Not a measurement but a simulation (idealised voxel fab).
The process module presented herein is designated voxel transistor to metal.
Cross-section cut spans 185 nm and uses square cells 5 nm in size.
Cross-section layout: square cells on a grid; listed as bands, top to bottom; a band spans one or more cell rows.
Heights first: top, then bottom, in nm. Then materials, left to right, each with a width in nm. "full width" on a single material: fills the band edge to edge. "blank": empty space.
Ref level 0: as-received wafer is one material below here. Bottom band extends down with no lower bound ("z 0 and below").
Note: "30..40" means the width goes from the first number (top row of the band) to the second number (bottom row) in equal steps per row of cells.
Step note "same as before" = no cross-section cell changed.
Entry "Sealed void inventory". Content: empty spaces with no open connection to the top, size 8 cells or greater. Each: width x height at distance. Distance: from left edge. Unit: nm.
What comes after the settings on a step's line is commentary from the simulator itself on that step.
overlay nm: right-of-plan distance of the mask on a masked step; negative values mean left-of-plan.
-- Planned step list for the process
step 1: op RECEIVE | material Si
step 2: op OXIDIZE | depth nm 5
step 3: op CONFORMAL_DEP | material SiN | thk nm 15
step 4: op MASKED_ETCH | tone cover | mask id ACTIVE | width nm 110 | etch materials SiN | depth nm 15 | overlay nm 0
step 5: op MASKED_ETCH | tone cover | mask id ACTIVE | width nm 110 | etch materials SiO2 | depth nm 5 | overlay nm 0
step 6: op MASKED_ETCH | tone cover | mask id ACTIVE | width nm 110 | etch materials Si | depth nm 30 | overlay nm 0
step 7: op FILL_DEP | material SiO2 | thk nm 10
step 8: op CMP | height nm 15
step 9: op SELECTIVE_ETCH | etch materials SiO2 | depth nm 5
step 10: op STRIP | etch materials SiN
step 11: op SELECTIVE_ETCH | etch materials SiO2 | depth nm 5
step 12: op OXIDIZE | depth nm 5
step 13: op DIRECTIONAL_DEP | material polySi | thk nm 20
step 14: op DIRECTIONAL_DEP | material SiCN | thk nm 15
step 15: op MASKED_ETCH | tone cover | mask id GATE | width nm 20 | etch materials SiCN | depth nm 25 | overlay nm 0
step 16: op MASKED_ETCH | tone cover | mask id GATE | width nm 20 | etch materials polySi | depth nm 30 | overlay nm 0
step 17: op CONFORMAL_DEP | material SiN | thk nm 10
step 18: op DIRECTIONAL_ETCH | etch materials SiN | depth nm 10
step 19: op DIRECTIONAL_ETCH | etch materials SiO2 | depth nm 5
step 20: op DIRECTIONAL_ETCH | etch materials Si | depth nm 5
step 21: op EPI | material nSi | thk nm 5
step 22: op FILL_DEP | material SiO2 | thk nm 5
step 23: op CMP | height nm 30
step 24: op DIRECTIONAL_DEP | material SiO2 | thk nm 15
step 25: op DIRECTIONAL_DEP | material aC | thk nm 10
step 26: op PATTERN | tone open | mask id CONTACT | material resist | width nm 20 | pitch nm 80 | thk nm 30 | overlay nm 0
step 27: op DIRECTIONAL_ETCH | etch materials aC | depth nm 10
step 28: op STRIP | etch materials resist
step 29: op DIRECTIONAL_ETCH | etch materials SiO2 | depth nm 55
step 30: op STRIP | etch materials aC
step 31: op CONFORMAL_DEP | material TiN | thk nm 5
step 32: op FILL_DEP | material Ru | thk nm 10
step 33: op CMP | height nm 45
step 34: op CONFORMAL_DEP | material SiN | thk nm 5
step 35: op DIRECTIONAL_DEP | material SiO2 | thk nm 15
step 36: op MASKED_ETCH | tone open | mask id METAL_1 | width nm 20 | pitch nm 80 | etch materials SiO2 | depth nm 15 | overlay nm 0
step 37: op MASKED_ETCH | tone open | mask id METAL_1 | width nm 20 | pitch nm 80 | etch materials SiN | depth nm 5 | overlay nm 0
step 38: op CONFORMAL_DEP | material TiN | thk nm 5
step 39: op FILL_DEP | material Cu | thk nm 5
step 40: op CMP | height nm 65
step 41: op EPI | material Ru | thk nm 5
step 42: op FILL_DEP | material SiCN | thk nm 5
step 43: op DIRECTIONAL_DEP | material lowk | thk nm 30
step 44: op MASKED_ETCH | tone open | mask id METAL_2 | width nm 20 | pitch nm 80 | etch materials lowk | depth nm 15 | overlay nm 0
step 45: op PATTERN | tone open | mask id METAL_2_HOLES | material resist | width nm 15 | pitch nm 80 | thk nm 15 | overlay nm 0
step 46: op DIRECTIONAL_ETCH | etch materials lowk | depth nm 15
step 47: op DIRECTIONAL_ETCH | etch materials SiCN | depth nm 5
step 48: op STRIP | etch materials resist
step 49: op CONFORMAL_DEP | material TiN | thk nm 5
step 50: op FILL_DEP | material Cu | thk nm 10
step 51: op CMP | height nm 105
step 52: op CONFORMAL_DEP | material SiCN | thk nm 5
-- Incoming wafer in cross-section (state: after step 1)
- z 0 and below  Si full width
- Sealed void inventory: none
-- This is how the wafer looks in cross-section once the module is done, given the starting state and plan above and one mistake in carrying the plan out
- z 110 to 105  SiCN full width
- z 105 to 95  lowk (45), then Cu (10), then lowk (70), then Cu (10), then lowk (50)
- z 95 to 75  lowk (45), then Cu (5), then lowk (75), then Cu (5), then lowk (55)
- z 75 to 70  SiCN (40), then lowk (15), then SiCN (65), then lowk (15), then SiCN (50)
- z 70 to 65  SiCN (35), then Ru (30), then SiCN (50), then Ru (30), then SiCN (40)
- z 65 to 50  SiO2 (40), then TiN (5), then Cu (10), then TiN (5), then SiO2 (60), then TiN (5), then Cu (10), then TiN (5), then SiO2 (45)
- z 50 to 45  SiN (40), then TiN (20), then SiN (60), then TiN (20), then SiN (45)
- z 45 to 30  SiO2 (40), then TiN (5), then Ru (10), then TiN (5), then SiO2 (60), then TiN (5), then Ru (10), then TiN (5), then SiO2 (45)
- z 30 to 15  SiO2 (40), then TiN (5), then Ru (10), then TiN (5), then SiO2 (10), then SiN (10), then SiCN (20), then SiN (10), then SiO2 (10), then TiN (5), then Ru (10), then TiN (5), then SiO2 (45)
- z 15 to 5  SiO2 (40), then TiN (5), then Ru (10), then TiN (5), then SiO2 (10), then SiN (10), then polySi (20), then SiN (10), then SiO2 (10), then TiN (5), then Ru (10), then TiN (5), then SiO2 (45)
- z 5 to -5  SiO2 (30), then SiN (10), then TiN (5..10), then Ru (10..5), then TiN (5), then SiO2 (10), then SiN (10), then polySi (20), then SiN (10), then SiO2 (10), then TiN (5), then Ru (10..5), then TiN (5..10), then SiN (10), then SiO2 (35)
- z -5 to -10  SiO2 (40), then nSi (5), then TiN (15), then SiO2 (5), then nSi (5), then SiO2 (40), then nSi (5), then SiO2 (5), then TiN (15), then nSi (5), then SiO2 (45)
- z -10 to -15  SiO2 (35), then Si (5), then nSi (30), then Si (40), then nSi (30), then Si (5), then SiO2 (40)
- z -15 to -35  SiO2 (35), then Si (110), then SiO2 (40)
- z -35 and below  Si full width
- Sealed void inventory: none
Diagnosis: for step 49, the planned setting was not used; the step was instead run as op CONFORMAL_DEP | material lowk | thk nm 5
